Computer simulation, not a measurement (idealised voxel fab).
process module | voxel self aligned contacts
cross-section cut | 260 nm wide | cells 5 nm
A cross-section is a grid of square cells, given in bands from the top down. A band is one or more rows of cells.
Each band's line starts with the height of the band's top and of its bottom, in nm. Then come its materials from left to right, each with its width in nm. One material with "throughout" fills the band from edge to edge. "air" is empty space.
Height 0 is the level under which the wafer as received is all one material. The lowest band goes on downwards, as in "0 down".
A width such as "30 to 40" changes by the same amount from each row of cells to the next, from the band's top row to its bottom row.
"no change" after a step means that no cell of the cross-section changed.
closed voids: empty space of 8 cells or more with no open way to the top, each as width x height at its distance from the left edge, in nm
after a step's settings: what the simulator itself notes on the step
overlay nm, on a step with a mask: how far to the right of its planned place the mask lay; to the left if negative
plan
1 op RECEIVE | material Si
2 op CONFORMAL_DEP | material SiO2 | thk nm 5
3 op DIRECTIONAL_DEP | material polySi | thk nm 25
4 op DIRECTIONAL_DEP | material SiN | thk nm 20
5 op DIRECTIONAL_DEP | material aC | thk nm 10
6 op PATTERN | tone cover | mask id GATE | material resist | width nm 25 | pitch nm 70 | thk nm 25 | overlay nm 0
7 op DIRECTIONAL_ETCH | etch materials aC | depth nm 10
8 op STRIP | etch materials resist
9 op DIRECTIONAL_ETCH | etch materials SiN | depth nm 20
10 op DIRECTIONAL_ETCH | etch materials polySi | depth nm 25
11 op STRIP | etch materials aC
12 op CONFORMAL_DEP | material SiN | thk nm 10
13 op DIRECTIONAL_ETCH | etch materials SiN | depth nm 10
14 op FILL_DEP | material SiO2 | thk nm 15
15 op CMP | height nm 55
16 op MASKED_ETCH | tone open | mask id CONTACT | width nm 55 | etch materials SiO2 | depth nm 55 | overlay nm 0
17 op CONFORMAL_DEP | material TiN | thk nm 5
18 op FILL_DEP | material W | thk nm 5
19 op CMP | height nm 55
20 op CONFORMAL_DEP | material SiCN | thk nm 5
as received, after step 1
  0 down: Si throughout
  closed voids: none
a wafer at the end: this start, this plan, one mistake
  60 to 55: SiCN throughout
  55 to 50: SiO2 100 | TiN 20 | W 15 | TiN 20 | SiO2 105
  50 to 30: SiO2 70 | SiN 10 | polySi 25 | SiN 10 | TiN 5 | W 15 | TiN 5 | SiN 10 | polySi 25 | SiN 10 | SiO2 75
  30 to 25: SiO2 70 | SiN 10 | polySi 25 | SiN 10 | TiN 25 | SiN 10 | polySi 25 | SiN 10 | SiO2 75
  25 to 5: SiN throughout
  5 to 0: SiO2 throughout
  0 down: Si throughout
  closed voids: none
what went wrong: steps 3 and 4 were swapped
